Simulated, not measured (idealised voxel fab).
The name of this process module is voxel tone inversion.
Xsec cut, 260 nm wide, square cell size 5 nm.
Bands, listed from the top down, are how a cross-section gets written in this document; the cross-section itself is a grid of square cells, and a band is one or more rows of them.
Band: top and bottom heights (nm) first, top before bottom; then materials from left to right, widths in nm. "full width" marks a sole material filling the band edge to edge. "empty" denotes empty space.
Ref level 0: as-received wafer is one material below here. Bottom band extends down with no lower bound ("from 0 down").
The notation "30..40" denotes a width that varies across the rows of cells in the band, beginning at the first number in the top row, finishing at the second number in the bottom row, and changing by an identical amount from each row to the next.
It should be understood that the words "left unchanged", when stated for a given step, signify that the cross-section underwent no change in any of its cells during that step.
Heads up: "Closed void list" only lists the empty pockets with no open path to the top that are 8 cells or more, and it writes them as width x height at distance, distance from the left edge, in nm.
It should be noted that, on the line of a given step, the content following the step's settings is a remark produced by the simulator itself with respect to that step.
overlay nm: step with mask; distance mask lay right of planned place; negative value = left of planned place.

Process steps - plan
step 1: RECEIVE,material Si
step 2: CONFORMAL_DEP,material SiCN,thk nm 5
step 3: DIRECTIONAL_DEP,material aC,thk nm 25
step 4: PATTERN,tone cover,mask id POSTS,material resist,width nm 15,pitch nm 45,thk nm 30,overlay nm 0
step 5: DIRECTIONAL_ETCH,etch materials aC,depth nm 25
step 6: STRIP,etch materials resist
step 7: FILL_DEP,material SiO2,thk nm 10
step 8: CMP,height nm 30
step 9: STRIP,etch materials aC
step 10: CONFORMAL_DEP,material TiN,thk nm 5
step 11: FILL_DEP,material Ru,thk nm 10
step 12: CMP,height nm 30
step 13: CONFORMAL_DEP,material SiCN,thk nm 5

As-received state of the wafer in cross-section, equivalent to post-step 1
- from 0 down  Si full width
- Closed void list: none

Starting structure and process plan are as shown above, but one mistake was made in running the module; the wafer cross-section at the end of the module follows
- from 35 to 30  SiCN full width
- from 30 to 10  80 SiO2, then 5 TiN, then 5 Ru, then 5 TiN, then 30 SiO2, then 5 TiN, then 5 Ru, then 5 TiN, then 30 SiO2, then 5 TiN, then 5 Ru, then 5 TiN, then 75 SiO2
- from 10 to 5  80 SiO2, then 15 TiN, then 30 SiO2, then 15 TiN, then 30 SiO2, then 15 TiN, then 75 SiO2
- from 5 to 0  SiCN full width
- from 0 down  Si full width
- Closed void list: none
Finding, execution versus plan: not per plan at step 4, really ran PATTERN,tone cover,mask id POSTS,material resist,width nm 15,pitch nm 45,thk nm 30,overlay nm 5
